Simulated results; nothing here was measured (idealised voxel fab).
The following process module bears the name voxel gate over fins.
260 nm wide, 5 nm square cells: that's cross-section cut.
If you're reading a cross-section in this doc, picture square cells in a grid; it comes to you as bands, top ones listed first down to the bottom, and a band can be one or more rows of cells. First you get the band's top height and its bottom height, in nm, and then the materials it's made of, left to right, with each width in nm. If you see a single material with "throughout", that one covers the band edge to edge. "empty" is empty space. Ref level 0: as-received wafer is one material below here. Bottom band extends down with no lower bound ("0 nm and below"). Note: "30 to 40" means the width goes from the first number (top row of the band) to the second number (bottom row) in equal steps per row of cells. Where the words "no alterations made" appear for a step, the cross-section shows no cell changed by that step; every cell remained as before. The entry titled "Fully enclosed voids" provides the empty spaces that have no open way to the top, restricted to those of 8 cells or more. Each is presented as width x height at distance, the distance being measured from the left edge, with all three in nm. Past the settings on a step's line: simulator remark, on that step. If you see "overlay nm" on a step's line and that step has a mask, it's telling you how far right of where it was planned the mask ended up; a negative number means it went left instead.
So here's the lineup of process steps we planned:
- 1: RECEIVE, material Si
- 2: CONFORMAL_DEP, material SiN, thk nm 5
- 3: MASKED_ETCH, tone cover, mask id FINS, width nm 15, pitch nm 50, etch materials SiN, depth nm 5, overlay nm 0
- 4: MASKED_ETCH, tone cover, mask id FINS, width nm 15, pitch nm 50, etch materials Si, depth nm 35, overlay nm 0
- 5: OXIDIZE, depth nm 5
- 6: FILL_DEP, material SiO2, thk nm 15
- 7: CMP, height nm 5
- 8: MASKED_ETCH, tone open, mask id RAIL, width nm 15, etch materials SiO2, depth nm 35, overlay nm 0
- 9: CONFORMAL_DEP, material TiN, thk nm 5
- 10: FILL_DEP, material Ru, thk nm 5
- 11: CMP, height nm 5
- 12: SELECTIVE_ETCH, etch materials W Ru TiN, depth nm 20
- 13: FILL_DEP, material SiO2, thk nm 5
- 14: CMP, height nm 5
- 15: SELECTIVE_ETCH, etch materials SiO2, depth nm 15
- 16: STRIP, etch materials SiN
- 17: CONFORMAL_DEP, material HfO2, thk nm 5
- 18: CONFORMAL_DEP, material TiN, thk nm 5
- 19: CONFORMAL_DEP, material TiAl, thk nm 5
- 20: CONFORMAL_DEP, material TiN, thk nm 5
- 21: FILL_DEP, material W, thk nm 10
- 22: CMP, height nm 25
- 23: CONFORMAL_DEP, material SiCN, thk nm 5
First wafer, two in total, run as planned:
Shown in cross-section is the wafer as received, that is, as it stands after step 1:
	0 nm and below = Si throughout
	Fully enclosed voids: none
Sectional view: wafer, after step 2:
	5 nm to 0 nm = SiN throughout
	Note: structure below 0 unchanged.
Sectional view: wafer, after step 3:
	5 nm to 0 nm = empty 45 nm, SiN 15 nm, empty 35 nm, SiN 15 nm, empty 35 nm, SiN 15 nm, empty 35 nm, SiN 15 nm, empty 50 nm
	Note: structure below 0 unchanged.
Sectional view: wafer, after step 4:
	5 nm to 0 nm = empty 45 nm, SiN 15 nm, empty 35 nm, SiN 15 nm, empty 35 nm, SiN 15 nm, empty 35 nm, SiN 15 nm, empty 50 nm
	0 nm to -35 nm = empty 45 nm, Si 15 nm, empty 35 nm, Si 15 nm, empty 35 nm, Si 15 nm, empty 35 nm, Si 15 nm, empty 50 nm
	Note: structure below -35 unchanged.
Sectional view: wafer, after step 5:
	5 nm to 0 nm = empty 45 nm, SiN 15 nm, empty 35 nm, SiN 15 nm, empty 35 nm, SiN 15 nm, empty 35 nm, SiN 15 nm, empty 50 nm
	0 nm to -35 nm = empty 45 nm, SiO2 5 nm, Si 5 nm, SiO2 5 nm, empty 35 nm, SiO2 5 nm, Si 5 nm, SiO2 5 nm, empty 35 nm, SiO2 5 nm, Si 5 nm, SiO2 5 nm, empty 35 nm, SiO2 5 nm, Si 5 nm, SiO2 5 nm, empty 50 nm
	-35 nm to -40 nm = SiO2 50 nm, Si 5 nm, SiO2 45 nm, Si 5 nm, SiO2 45 nm, Si 5 nm, SiO2 45 nm, Si 5 nm, SiO2 55 nm
	Note: structure below -40 unchanged.
Sectional view: wafer, after step 6:
	20 nm to 5 nm = SiO2 throughout
	5 nm to 0 nm = SiO2 45 nm, SiN 15 nm, SiO2 35 nm, SiN 15 nm, SiO2 35 nm, SiN 15 nm, SiO2 35 nm, SiN 15 nm, SiO2 50 nm
	0 nm to -40 nm = SiO2 50 nm, Si 5 nm, SiO2 45 nm, Si 5 nm, SiO2 45 nm, Si 5 nm, SiO2 45 nm, Si 5 nm, SiO2 55 nm
	Note: structure below -40 unchanged.
Sectional view: wafer, after step 7:
	5 nm to 0 nm = SiO2 45 nm, SiN 15 nm, SiO2 35 nm, SiN 15 nm, SiO2 35 nm, SiN 15 nm, SiO2 35 nm, SiN 15 nm, SiO2 50 nm
	Note: structure below 0 unchanged.
Sectional view: wafer, after step 8:
	5 nm to 0 nm = SiO2 45 nm, SiN 15 nm, SiO2 10 nm, empty 15 nm, SiO2 10 nm, SiN 15 nm, SiO2 35 nm, SiN 15 nm, SiO2 35 nm, SiN 15 nm, SiO2 50 nm
	0 nm to -30 nm = SiO2 50 nm, Si 5 nm, SiO2 15 nm, empty 15 nm, SiO2 15 nm, Si 5 nm, SiO2 45 nm, Si 5 nm, SiO2 45 nm, Si 5 nm, SiO2 55 nm
	Note: structure below -30 unchanged.
Sectional view: wafer, after step 9:
	10 nm to 5 nm = TiN 75 nm, empty 5 nm, TiN 180 nm
	5 nm to 0 nm = SiO2 45 nm, SiN 15 nm, SiO2 10 nm, TiN 5 nm, empty 5 nm, TiN 5 nm, SiO2 10 nm, SiN 15 nm, SiO2 35 nm, SiN 15 nm, SiO2 35 nm, SiN 15 nm, SiO2 50 nm
	0 nm to -25 nm = SiO2 50 nm, Si 5 nm, SiO2 15 nm, TiN 5 nm, empty 5 nm, TiN 5 nm, SiO2 15 nm, Si 5 nm, SiO2 45 nm, Si 5 nm, SiO2 45 nm, Si 5 nm, SiO2 55 nm
	-25 nm to -30 nm = SiO2 50 nm, Si 5 nm, SiO2 15 nm, TiN 15 nm, SiO2 15 nm, Si 5 nm, SiO2 45 nm, Si 5 nm, SiO2 45 nm, Si 5 nm, SiO2 55 nm
	Note: structure below -30 unchanged.
Sectional view: wafer, after step 10:
	15 nm to 10 nm = Ru throughout
	10 nm to 5 nm = TiN 75 nm, Ru 5 nm, TiN 180 nm
	5 nm to 0 nm = SiO2 45 nm, SiN 15 nm, SiO2 10 nm, TiN 5 nm, Ru 5 nm, TiN 5 nm, SiO2 10 nm, SiN 15 nm, SiO2 35 nm, SiN 15 nm, SiO2 35 nm, SiN 15 nm, SiO2 50 nm
	0 nm to -25 nm = SiO2 50 nm, Si 5 nm, SiO2 15 nm, TiN 5 nm, Ru 5 nm, TiN 5 nm, SiO2 15 nm, Si 5 nm, SiO2 45 nm, Si 5 nm, SiO2 45 nm, Si 5 nm, SiO2 55 nm
	Note: structure below -25 unchanged.
Sectional view: wafer, after step 11:
	5 nm to 0 nm = SiO2 45 nm, SiN 15 nm, SiO2 10 nm, TiN 5 nm, Ru 5 nm, TiN 5 nm, SiO2 10 nm, SiN 15 nm, SiO2 35 nm, SiN 15 nm, SiO2 35 nm, SiN 15 nm, SiO2 50 nm
	Note: structure below 0 unchanged.
Sectional view: wafer, after step 12:
	5 nm to 0 nm = SiO2 45 nm, SiN 15 nm, SiO2 10 nm, empty 15 nm, SiO2 10 nm, SiN 15 nm, SiO2 35 nm, SiN 15 nm, SiO2 35 nm, SiN 15 nm, SiO2 50 nm
	0 nm to -15 nm = SiO2 50 nm, Si 5 nm, SiO2 15 nm, empty 15 nm, SiO2 15 nm, Si 5 nm, SiO2 45 nm, Si 5 nm, SiO2 45 nm, Si 5 nm, SiO2 55 nm
	Note: structure below -15 unchanged.
Sectional view: wafer, after step 13:
	10 nm to 5 nm = SiO2 throughout
	5 nm to 0 nm = SiO2 45 nm, SiN 15 nm, SiO2 35 nm, SiN 15 nm, SiO2 35 nm, SiN 15 nm, SiO2 35 nm, SiN 15 nm, SiO2 50 nm
	0 nm to -15 nm = SiO2 50 nm, Si 5 nm, SiO2 45 nm, Si 5 nm, SiO2 45 nm, Si 5 nm, SiO2 45 nm, Si 5 nm, SiO2 55 nm
	Note: structure below -15 unchanged.
Sectional view: wafer, after step 14:
	5 nm to 0 nm = SiO2 45 nm, SiN 15 nm, SiO2 35 nm, SiN 15 nm, SiO2 35 nm, SiN 15 nm, SiO2 35 nm, SiN 15 nm, SiO2 50 nm
	Note: structure below 0 unchanged.
Sectional view: wafer, after step 15:
	5 nm to 0 nm = empty 45 nm, SiN 15 nm, empty 35 nm, SiN 15 nm, empty 35 nm, SiN 15 nm, empty 35 nm, SiN 15 nm, empty 50 nm
	0 nm to -10 nm = empty 50 nm, Si 5 nm, empty 45 nm, Si 5 nm, empty 45 nm, Si 5 nm, empty 45 nm, Si 5 nm, empty 55 nm
	Note: structure below -10 unchanged.
Sectional view: wafer, after step 16:
	0 nm to -10 nm = empty 50 nm, Si 5 nm, empty 45 nm, Si 5 nm, empty 45 nm, Si 5 nm, empty 45 nm, Si 5 nm, empty 55 nm
	Note: structure below -10 unchanged.
Sectional view: wafer, after step 17:
	5 nm to 0 nm = empty 45 nm, HfO2 15 nm, empty 35 nm, HfO2 15 nm, empty 35 nm, HfO2 15 nm, empty 35 nm, HfO2 15 nm, empty 50 nm
	0 nm to -5 nm = empty 45 nm, HfO2 5 nm, Si 5 nm, HfO2 5 nm, empty 35 nm, HfO2 5 nm, Si 5 nm, HfO2 5 nm, empty 35 nm, HfO2 5 nm, Si 5 nm, HfO2 5 nm, empty 35 nm, HfO2 5 nm, Si 5 nm, HfO2 5 nm, empty 50 nm
	-5 nm to -10 nm = HfO2 50 nm, Si 5 nm, HfO2 45 nm, Si 5 nm, HfO2 45 nm, Si 5 nm, HfO2 45 nm, Si 5 nm, HfO2 55 nm
	Note: structure below -10 unchanged.
Sectional view: wafer, after step 18:
	10 nm to 5 nm = empty 40 nm, TiN 25 nm, empty 25 nm, TiN 25 nm, empty 25 nm, TiN 25 nm, empty 25 nm, TiN 25 nm, empty 45 nm
	5 nm to 0 nm = empty 40 nm, TiN 5 nm, HfO2 15 nm, TiN 5 nm, empty 25 nm, TiN 5 nm, HfO2 15 nm, TiN 5 nm, empty 25 nm, TiN 5 nm, HfO2 15 nm, TiN 5 nm, empty 25 nm, TiN 5 nm, HfO2 15 nm, TiN 5 nm, empty 45 nm
	0 nm to -5 nm = TiN 45 nm, HfO2 5 nm, Si 5 nm, HfO2 5 nm, TiN 35 nm, HfO2 5 nm, Si 5 nm, HfO2 5 nm, TiN 35 nm, HfO2 5 nm, Si 5 nm, HfO2 5 nm, TiN 35 nm, HfO2 5 nm, Si 5 nm, HfO2 5 nm, TiN 50 nm
	Note: structure below -5 unchanged.
Sectional view: wafer, after step 19:
	15 nm to 10 nm = empty 35 nm, TiAl 35 nm, empty 15 nm, TiAl 35 nm, empty 15 nm, TiAl 35 nm, empty 15 nm, TiAl 35 nm, empty 40 nm
	10 nm to 5 nm = empty 35 nm, TiAl 5 nm, TiN 25 nm, TiAl 5 nm, empty 15 nm, TiAl 5 nm, TiN 25 nm, TiAl 5 nm, empty 15 nm, TiAl 5 nm, TiN 25 nm, TiAl 5 nm, empty 15 nm, TiAl 5 nm, TiN 25 nm, TiAl 5 nm, empty 40 nm
	5 nm to 0 nm = TiAl 40 nm, TiN 5 nm, HfO2 15 nm, TiN 5 nm, TiAl 25 nm, TiN 5 nm, HfO2 15 nm, TiN 5 nm, TiAl 25 nm, TiN 5 nm, HfO2 15 nm, TiN 5 nm, TiAl 25 nm, TiN 5 nm, HfO2 15 nm, TiN 5 nm, TiAl 45 nm
	Note: structure below 0 unchanged.
Sectional view: wafer, after step 20:
	20 nm to 15 nm = empty 30 nm, TiN 45 nm, empty 5 nm, TiN 45 nm, empty 5 nm, TiN 45 nm, empty 5 nm, TiN 45 nm, empty 35 nm
	15 nm to 10 nm = empty 30 nm, TiN 5 nm, TiAl 35 nm, TiN 5 nm, empty 5 nm, TiN 5 nm, TiAl 35 nm, TiN 5 nm, empty 5 nm, TiN 5 nm, TiAl 35 nm, TiN 5 nm, empty 5 nm, TiN 5 nm, TiAl 35 nm, TiN 5 nm, empty 35 nm
	10 nm to 5 nm = TiN 35 nm, TiAl 5 nm, TiN 25 nm, TiAl 5 nm, TiN 15 nm, TiAl 5 nm, TiN 25 nm, TiAl 5 nm, TiN 15 nm, TiAl 5 nm, TiN 25 nm, TiAl 5 nm, TiN 15 nm, TiAl 5 nm, TiN 25 nm, TiAl 5 nm, TiN 40 nm
	Note: structure below 5 unchanged.
Sectional view: wafer, after step 21:
	30 nm to 20 nm = W throughout
	20 nm to 15 nm = W 30 nm, TiN 45 nm, W 5 nm, TiN 45 nm, W 5 nm, TiN 45 nm, W 5 nm, TiN 45 nm, W 35 nm
	15 nm to 10 nm = W 30 nm, TiN 5 nm, TiAl 35 nm, TiN 5 nm, W 5 nm, TiN 5 nm, TiAl 35 nm, TiN 5 nm, W 5 nm, TiN 5 nm, TiAl 35 nm, TiN 5 nm, W 5 nm, TiN 5 nm, TiAl 35 nm, TiN 5 nm, W 35 nm
	Note: structure below 10 unchanged.
Sectional view: wafer, after step 22:
	25 nm to 20 nm = W throughout
	Note: structure below 20 unchanged.
Sectional view: wafer, after step 23:
	30 nm to 25 nm = SiCN throughout
	Note: structure below 25 unchanged.
It is to be noted that the second wafer proceeded from the same initial state and according to the same plan as the first, although one mistake was committed in its execution; through step 14, inclusive, the two wafers share an identical history:
Cross-sectional view of the second wafer at the intended end time of process step 15:
	5 nm to 0 nm = empty 45 nm, SiN 15 nm, empty 35 nm, SiN 15 nm, empty 35 nm, SiN 15 nm, empty 35 nm, SiN 15 nm, empty 50 nm
	0 nm to -15 nm = empty 50 nm, Si 5 nm, empty 45 nm, Si 5 nm, empty 45 nm, Si 5 nm, empty 45 nm, Si 5 nm, empty 55 nm
	-15 nm to -25 nm = empty 50 nm, Si 5 nm, empty 15 nm, TiN 5 nm, Ru 5 nm, TiN 5 nm, empty 15 nm, Si 5 nm, empty 45 nm, Si 5 nm, empty 45 nm, Si 5 nm, empty 55 nm
	Note: structure below -25 unchanged.
Cross-sectional view of the second wafer at the intended end time of process step 16:
	0 nm to -15 nm = empty 50 nm, Si 5 nm, empty 45 nm, Si 5 nm, empty 45 nm, Si 5 nm, empty 45 nm, Si 5 nm, empty 55 nm
	Note: structure below -15 unchanged.
Cross-sectional view of the second wafer at the intended end time of process step 17:
	5 nm to 0 nm = empty 45 nm, HfO2 15 nm, empty 35 nm, HfO2 15 nm, empty 35 nm, HfO2 15 nm, empty 35 nm, HfO2 15 nm, empty 50 nm
	0 nm to -10 nm = empty 45 nm, HfO2 5 nm, Si 5 nm, HfO2 5 nm, empty 35 nm, HfO2 5 nm, Si 5 nm, HfO2 5 nm, empty 35 nm, HfO2 5 nm, Si 5 nm, HfO2 5 nm, empty 35 nm, HfO2 5 nm, Si 5 nm, HfO2 5 nm, empty 50 nm
	-10 nm to -15 nm = empty 45 nm, HfO2 5 nm, Si 5 nm, HfO2 5 nm, empty 5 nm, HfO2 25 nm, empty 5 nm, HfO2 5 nm, Si 5 nm, HfO2 5 nm, empty 35 nm, HfO2 5 nm, Si 5 nm, HfO2 5 nm, empty 35 nm, HfO2 5 nm, Si 5 nm, HfO2 5 nm, empty 50 nm
	-15 nm to -20 nm = empty 45 nm, HfO2 5 nm, Si 5 nm, HfO2 5 nm, empty 5 nm, HfO2 5 nm, TiN 5 nm, Ru 5 nm, TiN 5 nm, HfO2 5 nm, empty 5 nm, HfO2 5 nm, Si 5 nm, HfO2 5 nm, empty 35 nm, HfO2 5 nm, Si 5 nm, HfO2 5 nm, empty 35 nm, HfO2 5 nm, Si 5 nm, HfO2 5 nm, empty 50 nm
	-20 nm to -25 nm = HfO2 50 nm, Si 5 nm, HfO2 15 nm, TiN 5 nm, Ru 5 nm, TiN 5 nm, HfO2 15 nm, Si 5 nm, HfO2 45 nm, Si 5 nm, HfO2 45 nm, Si 5 nm, HfO2 55 nm
	Note: structure below -25 unchanged.
Cross-sectional view of the second wafer at the intended end time of process step 18:
	10 nm to 5 nm = empty 40 nm, TiN 25 nm, empty 25 nm, TiN 25 nm, empty 25 nm, TiN 25 nm, empty 25 nm, TiN 25 nm, empty 45 nm
	5 nm to 0 nm = empty 40 nm, TiN 5 nm, HfO2 15 nm, TiN 5 nm, empty 25 nm, TiN 5 nm, HfO2 15 nm, TiN 5 nm, empty 25 nm, TiN 5 nm, HfO2 15 nm, TiN 5 nm, empty 25 nm, TiN 5 nm, HfO2 15 nm, TiN 5 nm, empty 45 nm
	0 nm to -5 nm = empty 40 nm, TiN 5 nm, HfO2 5 nm, Si 5 nm, HfO2 5 nm, TiN 5 nm, empty 25 nm, TiN 5 nm, HfO2 5 nm, Si 5 nm, HfO2 5 nm, TiN 5 nm, empty 25 nm, TiN 5 nm, HfO2 5 nm, Si 5 nm, HfO2 5 nm, TiN 5 nm, empty 25 nm, TiN 5 nm, HfO2 5 nm, Si 5 nm, HfO2 5 nm, TiN 5 nm, empty 45 nm
	-5 nm to -10 nm = empty 40 nm, TiN 5 nm, HfO2 5 nm, Si 5 nm, HfO2 5 nm, TiN 35 nm, HfO2 5 nm, Si 5 nm, HfO2 5 nm, TiN 5 nm, empty 25 nm, TiN 5 nm, HfO2 5 nm, Si 5 nm, HfO2 5 nm, TiN 5 nm, empty 25 nm, TiN 5 nm, HfO2 5 nm, Si 5 nm, HfO2 5 nm, TiN 5 nm, empty 45 nm
	-10 nm to -15 nm = empty 40 nm, TiN 5 nm, HfO2 5 nm, Si 5 nm, HfO2 5 nm, TiN 5 nm, HfO2 25 nm, TiN 5 nm, HfO2 5 nm, Si 5 nm, HfO2 5 nm, TiN 5 nm, empty 25 nm, TiN 5 nm, HfO2 5 nm, Si 5 nm, HfO2 5 nm, TiN 5 nm, empty 25 nm, TiN 5 nm, HfO2 5 nm, Si 5 nm, HfO2 5 nm, TiN 5 nm, empty 45 nm
	-15 nm to -20 nm = TiN 45 nm, HfO2 5 nm, Si 5 nm, HfO2 5 nm, TiN 5 nm, HfO2 5 nm, TiN 5 nm, Ru 5 nm, TiN 5 nm, HfO2 5 nm, TiN 5 nm, HfO2 5 nm, Si 5 nm, HfO2 5 nm, TiN 35 nm, HfO2 5 nm, Si 5 nm, HfO2 5 nm, TiN 35 nm, HfO2 5 nm, Si 5 nm, HfO2 5 nm, TiN 50 nm
	Note: structure below -20 unchanged.
Cross-sectional view of the second wafer at the intended end time of process step 19:
	15 nm to 10 nm = empty 35 nm, TiAl 35 nm, empty 15 nm, TiAl 35 nm, empty 15 nm, TiAl 35 nm, empty 15 nm, TiAl 35 nm, empty 40 nm
	10 nm to 5 nm = empty 35 nm, TiAl 5 nm, TiN 25 nm, TiAl 5 nm, empty 15 nm, TiAl 5 nm, TiN 25 nm, TiAl 5 nm, empty 15 nm, TiAl 5 nm, TiN 25 nm, TiAl 5 nm, empty 15 nm, TiAl 5 nm, TiN 25 nm, TiAl 5 nm, empty 40 nm
	5 nm to 0 nm = empty 35 nm, TiAl 5 nm, TiN 5 nm, HfO2 15 nm, TiN 5 nm, TiAl 5 nm, empty 15 nm, TiAl 5 nm, TiN 5 nm, HfO2 15 nm, TiN 5 nm, TiAl 5 nm, empty 15 nm, TiAl 5 nm, TiN 5 nm, HfO2 15 nm, TiN 5 nm, TiAl 5 nm, empty 15 nm, TiAl 5 nm, TiN 5 nm, HfO2 15 nm, TiN 5 nm, TiAl 5 nm, empty 40 nm
	0 nm to -5 nm = empty 35 nm, TiAl 5 nm, TiN 5 nm, HfO2 5 nm, Si 5 nm, HfO2 5 nm, TiN 5 nm, TiAl 25 nm, TiN 5 nm, HfO2 5 nm, Si 5 nm, HfO2 5 nm, TiN 5 nm, TiAl 5 nm, empty 15 nm, TiAl 5 nm, TiN 5 nm, HfO2 5 nm, Si 5 nm, HfO2 5 nm, TiN 5 nm, TiAl 5 nm, empty 15 nm, TiAl 5 nm, TiN 5 nm, HfO2 5 nm, Si 5 nm, HfO2 5 nm, TiN 5 nm, TiAl 5 nm, empty 40 nm
	-5 nm to -10 nm = empty 35 nm, TiAl 5 nm, TiN 5 nm, HfO2 5 nm, Si 5 nm, HfO2 5 nm, TiN 35 nm, HfO2 5 nm, Si 5 nm, HfO2 5 nm, TiN 5 nm, TiAl 5 nm, empty 15 nm, TiAl 5 nm, TiN 5 nm, HfO2 5 nm, Si 5 nm, HfO2 5 nm, TiN 5 nm, TiAl 5 nm, empty 15 nm, TiAl 5 nm, TiN 5 nm, HfO2 5 nm, Si 5 nm, HfO2 5 nm, TiN 5 nm, TiAl 5 nm, empty 40 nm
	-10 nm to -15 nm = TiAl 40 nm, TiN 5 nm, HfO2 5 nm, Si 5 nm, HfO2 5 nm, TiN 5 nm, HfO2 25 nm, TiN 5 nm, HfO2 5 nm, Si 5 nm, HfO2 5 nm, TiN 5 nm, TiAl 25 nm, TiN 5 nm, HfO2 5 nm, Si 5 nm, HfO2 5 nm, TiN 5 nm, TiAl 25 nm, TiN 5 nm, HfO2 5 nm, Si 5 nm, HfO2 5 nm, TiN 5 nm, TiAl 45 nm
	Note: structure below -15 unchanged.
Cross-sectional view of the second wafer at the intended end time of process step 20:
	20 nm to 15 nm = empty 30 nm, TiN 45 nm, empty 5 nm, TiN 45 nm, empty 5 nm, TiN 45 nm, empty 5 nm, TiN 45 nm, empty 35 nm
	15 nm to 10 nm = empty 30 nm, TiN 5 nm, TiAl 35 nm, TiN 5 nm, empty 5 nm, TiN 5 nm, TiAl 35 nm, TiN 5 nm, empty 5 nm, TiN 5 nm, TiAl 35 nm, TiN 5 nm, empty 5 nm, TiN 5 nm, TiAl 35 nm, TiN 5 nm, empty 35 nm
	10 nm to 5 nm = empty 30 nm, TiN 5 nm, TiAl 5 nm, TiN 25 nm, TiAl 5 nm, TiN 5 nm, empty 5 nm, TiN 5 nm, TiAl 5 nm, TiN 25 nm, TiAl 5 nm, TiN 5 nm, empty 5 nm, TiN 5 nm, TiAl 5 nm, TiN 25 nm, TiAl 5 nm, TiN 5 nm, empty 5 nm, TiN 5 nm, TiAl 5 nm, TiN 25 nm, TiAl 5 nm, TiN 5 nm, empty 35 nm
	5 nm to 0 nm = empty 30 nm, TiN 5 nm, TiAl 5 nm, TiN 5 nm, HfO2 15 nm, TiN 5 nm, TiAl 5 nm, TiN 15 nm, TiAl 5 nm, TiN 5 nm, HfO2 15 nm, TiN 5 nm, TiAl 5 nm, TiN 5 nm, empty 5 nm, TiN 5 nm, TiAl 5 nm, TiN 5 nm, HfO2 15 nm, TiN 5 nm, TiAl 5 nm, TiN 5 nm, empty 5 nm, TiN 5 nm, TiAl 5 nm, TiN 5 nm, HfO2 15 nm, TiN 5 nm, TiAl 5 nm, TiN 5 nm, empty 35 nm
	0 nm to -5 nm = empty 30 nm, TiN 5 nm, TiAl 5 nm, TiN 5 nm, HfO2 5 nm, Si 5 nm, HfO2 5 nm, TiN 5 nm, TiAl 25 nm, TiN 5 nm, HfO2 5 nm, Si 5 nm, HfO2 5 nm, TiN 5 nm, TiAl 5 nm, TiN 5 nm, empty 5 nm, TiN 5 nm, TiAl 5 nm, TiN 5 nm, HfO2 5 nm, Si 5 nm, HfO2 5 nm, TiN 5 nm, TiAl 5 nm, TiN 5 nm, empty 5 nm, TiN 5 nm, TiAl 5 nm, TiN 5 nm, HfO2 5 nm, Si 5 nm, HfO2 5 nm, TiN 5 nm, TiAl 5 nm, TiN 5 nm, empty 35 nm
	-5 nm to -10 nm = TiN 35 nm, TiAl 5 nm, TiN 5 nm, HfO2 5 nm, Si 5 nm, HfO2 5 nm, TiN 35 nm, HfO2 5 nm, Si 5 nm, HfO2 5 nm, TiN 5 nm, TiAl 5 nm, TiN 15 nm, TiAl 5 nm, TiN 5 nm, HfO2 5 nm, Si 5 nm, HfO2 5 nm, TiN 5 nm, TiAl 5 nm, TiN 15 nm, TiAl 5 nm, TiN 5 nm, HfO2 5 nm, Si 5 nm, HfO2 5 nm, TiN 5 nm, TiAl 5 nm, TiN 40 nm
	Note: structure below -10 unchanged.
Cross-sectional view of the second wafer at the intended end time of process step 21:
	30 nm to 20 nm = W throughout
	20 nm to 15 nm = W 30 nm, TiN 45 nm, W 5 nm, TiN 45 nm, W 5 nm, TiN 45 nm, W 5 nm, TiN 45 nm, W 35 nm
	15 nm to 10 nm = W 30 nm, TiN 5 nm, TiAl 35 nm, TiN 5 nm, W 5 nm, TiN 5 nm, TiAl 35 nm, TiN 5 nm, W 5 nm, TiN 5 nm, TiAl 35 nm, TiN 5 nm, W 5 nm, TiN 5 nm, TiAl 35 nm, TiN 5 nm, W 35 nm
	10 nm to 5 nm = W 30 nm, TiN 5 nm, TiAl 5 nm, TiN 25 nm, TiAl 5 nm, TiN 5 nm, W 5 nm, TiN 5 nm, TiAl 5 nm, TiN 25 nm, TiAl 5 nm, TiN 5 nm, W 5 nm, TiN 5 nm, TiAl 5 nm, TiN 25 nm, TiAl 5 nm, TiN 5 nm, W 5 nm, TiN 5 nm, TiAl 5 nm, TiN 25 nm, TiAl 5 nm, TiN 5 nm, W 35 nm
	5 nm to 0 nm = W 30 nm, TiN 5 nm, TiAl 5 nm, TiN 5 nm, HfO2 15 nm, TiN 5 nm, TiAl 5 nm, TiN 15 nm, TiAl 5 nm, TiN 5 nm, HfO2 15 nm, TiN 5 nm, TiAl 5 nm, TiN 5 nm, W 5 nm, TiN 5 nm, TiAl 5 nm, TiN 5 nm, HfO2 15 nm, TiN 5 nm, TiAl 5 nm, TiN 5 nm, W 5 nm, TiN 5 nm, TiAl 5 nm, TiN 5 nm, HfO2 15 nm, TiN 5 nm, TiAl 5 nm, TiN 5 nm, W 35 nm
	0 nm to -5 nm = W 30 nm, TiN 5 nm, TiAl 5 nm, TiN 5 nm, HfO2 5 nm, Si 5 nm, HfO2 5 nm, TiN 5 nm, TiAl 25 nm, TiN 5 nm, HfO2 5 nm, Si 5 nm, HfO2 5 nm, TiN 5 nm, TiAl 5 nm, TiN 5 nm, W 5 nm, TiN 5 nm, TiAl 5 nm, TiN 5 nm, HfO2 5 nm, Si 5 nm, HfO2 5 nm, TiN 5 nm, TiAl 5 nm, TiN 5 nm, W 5 nm, TiN 5 nm, TiAl 5 nm, TiN 5 nm, HfO2 5 nm, Si 5 nm, HfO2 5 nm, TiN 5 nm, TiAl 5 nm, TiN 5 nm, W 35 nm
	Note: structure below -5 unchanged.
Cross-sectional view of the second wafer at the intended end time of process step 22:
	25 nm to 20 nm = W throughout
	Note: structure below 20 unchanged.
Cross-sectional view of the second wafer at the intended end time of process step 23:
	30 nm to 25 nm = SiCN throughout
	Note: structure below 25 unchanged.
What was done differently from what was planned? it should be noted that step 15 of the plan was executed twice
Heads up, by the end the second wafer has more or fewer cells of some materials compared to the first: 28 more of HfO2; 138 fewer of SiO2; 20 more of TiAl; 44 more of TiN; 46 more of W
